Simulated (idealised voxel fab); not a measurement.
process module | voxel self aligned contacts
cross-section cut | 255 nm wide | cells 5 nm
A cross-section is a grid of square cells, given in bands from the top down. A band is one or more rows of cells.
Each band's line starts with the height of the band's top and of its bottom, in nm. Then come its materials from left to right, each with its width in nm. One material with "throughout" fills the band from edge to edge. "air" is empty space.
Height 0 is the level under which the wafer as received is all one material. The lowest band goes on downwards, as in "0 down".
A width such as "30 to 40" changes by the same amount from each row of cells to the next, from the band's top row to its bottom row.
"no change" after a step means that no cell of the cross-section changed.
closed voids: empty space of 8 cells or more with no open way to the top, each as width x height at its distance from the left edge, in nm
after a step's settings: what the simulator itself notes on the step
overlay nm, on a step with a mask: how far to the right of its planned place the mask lay; to the left if negative
plan
1 op RECEIVE | material Si
2 op CONFORMAL_DEP | material SiO2 | thk nm 5
3 op DIRECTIONAL_DEP | material polySi | thk nm 25
4 op DIRECTIONAL_DEP | material SiN | thk nm 25
5 op PATTERN | tone cover | mask id GATE | material resist | width nm 35 | pitch nm 75 | thk nm 15 | overlay nm 0
6 op DIRECTIONAL_ETCH | etch materials SiN | depth nm 25
7 op DIRECTIONAL_ETCH | etch materials polySi | depth nm 25
8 op STRIP | etch materials resist
9 op CONFORMAL_DEP | material SiN | thk nm 10
10 op DIRECTIONAL_ETCH | etch materials SiN | depth nm 10
11 op FILL_DEP | material SiO2 | thk nm 15
12 op CMP | height nm 65
13 op MASKED_ETCH | tone open | mask id CONTACT | width nm 50 | pitch nm 75 | etch materials SiO2 | depth nm 65 | overlay nm 0
14 op CONFORMAL_DEP | material TiN | thk nm 5
15 op FILL_DEP | material Ru | thk nm 10
16 op CMP | height nm 65
17 op CONFORMAL_DEP | material SiN | thk nm 5
as received, after step 1
  0 down: Si throughout
  closed voids: none
first wafer at the end, as planned
  70 to 65: SiN throughout
  65 to 55: SiO2 65 | TiN 5 to 20 | Ru 40 to 10 | TiN 5 to 20 | SiO2 25 | TiN 5 to 20 | Ru 40 to 10 | TiN 5 to 20 | SiO2 65
  55 to 30: SiO2 25 | SiN 55 | TiN 5 | Ru 10 | TiN 5 | SiN 55 | TiN 5 | Ru 10 | TiN 5 | SiN 55 | SiO2 25
  30 to 5: SiO2 25 | SiN 10 | polySi 35 | SiN 10 | TiN 5 | Ru 10 | TiN 5 | SiN 10 | polySi 35 | SiN 10 | TiN 5 | Ru 10 | TiN 5 | SiN 10 | polySi 35 | SiN 10 | SiO2 25
  5 to 0: SiO2 80 | TiN 20 | SiO2 55 | TiN 20 | SiO2 80
  0 down: Si throughout
  closed voids: none
second wafer at the end: like start, like plan, one mistake
  70 to 65: SiN throughout
  65 to 55: Ru throughout
  55 to 30: Ru 25 | SiN 55 | Ru 20 | SiN 55 | Ru 20 | SiN 55 | Ru 25
  30 to 5: Ru 25 | SiN 10 | polySi 35 | SiN 10 | Ru 20 | SiN 10 | polySi 35 | SiN 10 | Ru 20 | SiN 10 | polySi 35 | SiN 10 | Ru 25
  5 to 0: SiO2 throughout
  0 down: Si throughout
  closed voids: none
what went wrong: step 11 ran as: op FILL_DEP | material Ru | thk nm 15
at the end the second wafer has, in cells: 222 more of Ru | 154 fewer of SiO2 | 68 fewer of TiN
